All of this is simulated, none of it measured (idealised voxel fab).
Documented hereafter: the process module known as voxel self aligned contacts.
In the cross-section labelled cut, the width is 205 nm and each square cell is 5 nm.
Cross-section layout: square cells on a grid; listed as bands, top to bottom; a band spans one or more cell rows. For a band, the entry starts with two heights in nm, that of the top and then that of the bottom, and carries on with the band's materials in order from left to right, each alongside its width in nm; the word "throughout" beside a single material means it fills the band edge to edge, and "blank" means empty space. Heights are reckoned from 0. Under this level, the received wafer is all of one material. The bottommost band is open-ended downward, for example "0..down". The two numbers in a width such as "30->40" mark its ends across the band: the first belongs to the top row of cells, the second to the bottom row, and from each row to the next the width moves by the same amount. You'll sometimes find "changes: none" written for a step, and that's the way of saying that nowhere in the cross-section did a cell change during that step. Empty spaces counting at least 8 cells and having no open way to the top are listed in "Enclosed internal voids". The notation width x height at distance is used for each, the distance being from the left edge and all three values in nm. Where a step's line continues beyond its settings, the continuation is a remark by the simulator itself on that step. overlay nm: for a step with a mask, the amount by which the mask lay right of where it was planned; a negative amount means left of it.
Steps in the process plan
1. RECEIVE [material Si]
2. OXIDIZE [depth nm 5]
3. DIRECTIONAL_DEP [material polySi] [thk nm 30]
4. DIRECTIONAL_DEP [material SiN] [thk nm 20]
5. PATTERN [tone cover] [mask id GATE] [material resist] [width nm 35] [pitch nm 65] [thk nm 20] [overlay nm 0]
6. DIRECTIONAL_ETCH [etch materials SiN] [depth nm 20]
7. DIRECTIONAL_ETCH [etch materials polySi] [depth nm 30]
8. STRIP [etch materials resist]
9. CONFORMAL_DEP [material SiN] [thk nm 5]
10. DIRECTIONAL_ETCH [etch materials SiN] [depth nm 5]
11. FILL_DEP [material SiO2] [thk nm 15]
12. CMP [height nm 55]
13. MASKED_ETCH [tone open] [mask id CONTACT] [width nm 50] [pitch nm 65] [etch materials SiO2] [depth nm 60] [overlay nm 0]
14. CONFORMAL_DEP [material TiN] [thk nm 5]
15. FILL_DEP [material W] [thk nm 5]
16. CMP [height nm 55]
17. CONFORMAL_DEP [material SiCN] [thk nm 5]
As-received wafer cross-section (after step 1)
* 0..down = Si throughout
* Enclosed internal voids: none
This is how the wafer looks in cross-section once the module is done, given the starting state and plan above and one mistake in carrying the plan out
* 60..55 = SiCN throughout
* 55..50 = SiO2 45 nm | TiN 50 nm | SiO2 15 nm | TiN 50 nm | SiO2 45 nm
* 50..30 = SiN 25 nm | SiO2 20 nm | TiN 5 nm | SiN 40 nm | TiN 5 nm | SiO2 15 nm | TiN 5 nm | SiN 40 nm | TiN 5 nm | SiO2 20 nm | SiN 25 nm
* 30..0 = polySi 20 nm | SiN 5 nm | SiO2 20 nm | TiN 5 nm | SiN 5 nm | polySi 30 nm | SiN 5 nm | TiN 5 nm | SiO2 15 nm | TiN 5 nm | SiN 5 nm | polySi 30 nm | SiN 5 nm | TiN 5 nm | SiO2 20 nm | SiN 5 nm | polySi 20 nm
* 0..-5 = SiO2 45 nm | TiN 5 nm | SiO2 40 nm | TiN 5 nm | SiO2 15 nm | TiN 5 nm | SiO2 40 nm | TiN 5 nm | SiO2 45 nm
* -5..down = Si throughout
* Enclosed internal voids: none
The plan and the run diverged here: off-plan run, step 5, actual operation and settings PATTERN [tone open] [mask id GATE] [material resist] [width nm 35] [pitch nm 65] [thk nm 20] [overlay nm 0]
